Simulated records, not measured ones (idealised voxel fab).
process module | voxel transistor to metal
cross-section cut | 285 nm wide | cells 5 nm
A cross-section is a grid of square cells, given in bands from the top down. A band is one or more rows of cells.
Each band's line starts with the height of the band's top and of its bottom, in nm. Then come its materials from left to right, each with its width in nm. One material with "throughout" fills the band from edge to edge. "air" is empty space.
Height 0 is the level under which the wafer as received is all one material. The lowest band goes on downwards, as in "0 down".
A width such as "30 to 40" changes by the same amount from each row of cells to the next, from the band's top row to its bottom row.
"no change" after a step means that no cell of the cross-section changed.
closed voids: empty space of 8 cells or more with no open way to the top, each as width x height at its distance from the left edge, in nm
after a step's settings: what the simulator itself notes on the step
overlay nm, on a step with a mask: how far to the right of its planned place the mask lay; to the left if negative
plan
1 op RECEIVE | material Si
2 op CONFORMAL_DEP | material SiO2 | thk nm 5
3 op CONFORMAL_DEP | material SiN | thk nm 10
4 op MASKED_ETCH | tone cover | mask id ACTIVE | width nm 95 | pitch nm 125 | etch materials SiN | depth nm 10 | overlay nm 0
5 op MASKED_ETCH | tone cover | mask id ACTIVE | width nm 95 | pitch nm 125 | etch materials SiO2 | depth nm 5 | overlay nm 0
6 op MASKED_ETCH | tone cover | mask id ACTIVE | width nm 95 | pitch nm 125 | etch materials Si | depth nm 35 | overlay nm 0
7 op FILL_DEP | material SiO2 | thk nm 10
8 op CMP | height nm 15
9 op SELECTIVE_ETCH | etch materials SiO2 | depth nm 5
10 op STRIP | etch materials SiN
11 op SELECTIVE_ETCH | etch materials SiO2 | depth nm 5
12 op OXIDIZE | depth nm 5
13 op DIRECTIONAL_DEP | material polySi | thk nm 20
14 op DIRECTIONAL_DEP | material SiCN | thk nm 10
15 op PATTERN | tone cover | mask id GATE | material resist | width nm 25 | pitch nm 125 | thk nm 20 | overlay nm 0
16 op DIRECTIONAL_ETCH | etch materials SiCN | depth nm 20
17 op DIRECTIONAL_ETCH | etch materials polySi | depth nm 30
18 op STRIP | etch materials resist
19 op CONFORMAL_DEP | material SiN | thk nm 10
20 op DIRECTIONAL_ETCH | etch materials SiN | depth nm 10
21 op DIRECTIONAL_ETCH | etch materials SiO2 | depth nm 5
22 op DIRECTIONAL_ETCH | etch materials Si | depth nm 5
23 op EPI | material SiGe | thk nm 10
24 op FILL_DEP | material SiO2 | thk nm 5
25 op CMP | height nm 30
26 op DIRECTIONAL_DEP | material SiO2 | thk nm 10
27 op MASKED_ETCH | tone open | mask id CONTACT | width nm 15 | etch materials SiO2 | depth nm 35 | overlay nm 0
28 op CONFORMAL_DEP | material TiN | thk nm 5
29 op FILL_DEP | material Ru | thk nm 5
30 op CMP | height nm 40
31 op DIRECTIONAL_DEP | material TiN | thk nm 5
32 op DIRECTIONAL_DEP | material Ru | thk nm 25
33 op MASKED_ETCH | tone cover | mask id METAL_1 | width nm 15 | etch materials Ru | depth nm 25 | overlay nm 0
34 op MASKED_ETCH | tone cover | mask id METAL_1 | width nm 15 | etch materials TiN | depth nm 5 | overlay nm 0
35 op FILL_DEP | material lowk | thk nm 10
36 op CMP | height nm 70
37 op CONFORMAL_DEP | material SiN | thk nm 5
as received, after step 1
  0 down: Si throughout
  closed voids: none
first wafer at the end, as planned
  75 to 70: SiN throughout
  70 to 45: lowk 35 | Ru 15 | lowk 55 | Ru 15 | lowk 40 | Ru 15 | lowk 55 | Ru 15 | lowk 40
  45 to 40: lowk 35 | TiN 15 | lowk 55 | TiN 15 | lowk 40 | TiN 15 | lowk 55 | TiN 15 | lowk 40
  40 to 30: SiO2 35 | TiN 5 | Ru 5 | TiN 5 | SiO2 55 | TiN 5 | Ru 5 | TiN 5 | SiO2 40 | TiN 5 | Ru 5 | TiN 5 | SiO2 55 | TiN 5 | Ru 5 | TiN 5 | SiO2 40
  30 to 20: SiO2 35 | TiN 5 | Ru 5 | TiN 5 | SiO2 5 | SiN 10 | SiCN 25 | SiN 10 | SiO2 5 | TiN 5 | Ru 5 | TiN 5 | SiO2 40 | TiN 5 | Ru 5 | TiN 5 | SiO2 5 | SiN 10 | SiCN 25 | SiN 10 | SiO2 5 | TiN 5 | Ru 5 | TiN 5 | SiO2 40
  20 to 10: SiO2 35 | TiN 5 | Ru 5 | TiN 5 | SiO2 5 | SiN 10 | polySi 25 | SiN 10 | SiO2 5 | TiN 5 | Ru 5 | TiN 5 | SiO2 40 | TiN 5 | Ru 5 | TiN 5 | SiO2 5 | SiN 10 | polySi 25 | SiN 10 | SiO2 5 | TiN 5 | Ru 5 | TiN 5 | SiO2 40
  10 to 5: SiO2 35 | TiN 15 | SiO2 5 | SiN 10 | polySi 25 | SiN 10 | SiO2 5 | TiN 15 | SiO2 40 | TiN 15 | SiO2 5 | SiN 10 | polySi 25 | SiN 10 | SiO2 5 | TiN 15 | SiO2 40
  5 to 0: SiO2 25 | SiN 10 | SiGe 20 | SiN 10 | polySi 25 | SiN 10 | SiGe 20 | SiN 10 | SiO2 20 | SiN 10 | SiGe 20 | SiN 10 | polySi 25 | SiN 10 | SiGe 20 | SiN 10 | SiO2 30
  0 to -5: SiO2 35 | SiGe 20 | SiO2 45 | SiGe 20 | SiO2 40 | SiGe 20 | SiO2 45 | SiGe 20 | SiO2 40
  -5 to -10: SiO2 30 | Si 5 | SiGe 20 | Si 45 | SiGe 20 | Si 5 | SiO2 30 | Si 5 | SiGe 20 | Si 45 | SiGe 20 | Si 5 | SiO2 35
  -10 to -35: SiO2 30 | Si 95 | SiO2 30 | Si 95 | SiO2 35
  -35 down: Si throughout
  closed voids: none
second wafer at the end: like start, like plan, one mistake
  75 to 70: SiN throughout
  70 to 45: lowk 35 | Ru 15 | lowk 55 | Ru 15 | lowk 40 | Ru 15 | lowk 55 | Ru 15 | lowk 40
  45 to 40: lowk 35 | TiN 15 | lowk 55 | TiN 15 | lowk 40 | TiN 15 | lowk 55 | TiN 15 | lowk 40
  40 to 35: SiO2 35 | TiN 5 | Ru 5 | TiN 5 | SiO2 55 | TiN 5 | Ru 5 | TiN 5 | SiO2 40 | TiN 5 | Ru 5 | TiN 5 | SiO2 55 | TiN 5 | Ru 5 | TiN 5 | SiO2 40
  35 to 30: SiO2 35 | TiN 5 | Ru 5 | TiN 5 | SiO2 55 | TiN 15 | SiO2 40 | TiN 5 | Ru 5 | TiN 5 | SiO2 55 | TiN 15 | SiO2 40
  30 to 20: SiO2 35 | TiN 5 | Ru 5 | TiN 5 | SiO2 15 | SiN 10 | SiCN 25 | SiN 10 | TiN 10 | SiO2 40 | TiN 5 | Ru 5 | TiN 5 | SiO2 15 | SiN 10 | SiCN 25 | SiN 10 | TiN 10 | SiO2 40
  20 to 10: SiO2 35 | TiN 5 | Ru 5 | TiN 5 | SiO2 15 | SiN 10 | polySi 25 | SiN 10 | TiN 10 | SiO2 40 | TiN 5 | Ru 5 | TiN 5 | SiO2 15 | SiN 10 | polySi 25 | SiN 10 | TiN 10 | SiO2 40
  10 to 5: SiO2 35 | TiN 15 | SiO2 15 | SiN 10 | polySi 25 | SiN 10 | TiN 10 | SiO2 40 | TiN 15 | SiO2 15 | SiN 10 | polySi 25 | SiN 10 | TiN 10 | SiO2 40
  5 to 0: SiO2 25 | SiN 10 | SiGe 10 | SiO2 10 | SiGe 10 | SiN 10 | polySi 25 | SiN 10 | SiGe 10 | SiN 10 | SiO2 20 | SiN 10 | SiGe 10 | SiO2 10 | SiGe 10 | SiN 10 | polySi 25 | SiN 10 | SiGe 10 | SiN 10 | SiO2 30
  0 to -5: SiO2 35 | SiGe 30 | SiO2 45 | SiGe 10 | SiO2 40 | SiGe 30 | SiO2 45 | SiGe 10 | SiO2 40
  -5 to -10: SiO2 30 | Si 5 | SiGe 30 | Si 45 | SiGe 10 | Si 5 | SiO2 30 | Si 5 | SiGe 30 | Si 45 | SiGe 10 | Si 5 | SiO2 35
  -10 to -35: SiO2 30 | Si 95 | SiO2 30 | Si 95 | SiO2 35
  -35 down: Si throughout
  closed voids: none
what went wrong: step 15 ran as: op PATTERN | tone cover | mask id GATE | material resist | width nm 25 | pitch nm 125 | thk nm 20 | overlay nm 10
at the end the second wafer has, in cells: 10 fewer of Ru | 4 fewer of SiGe | 14 more of SiO2
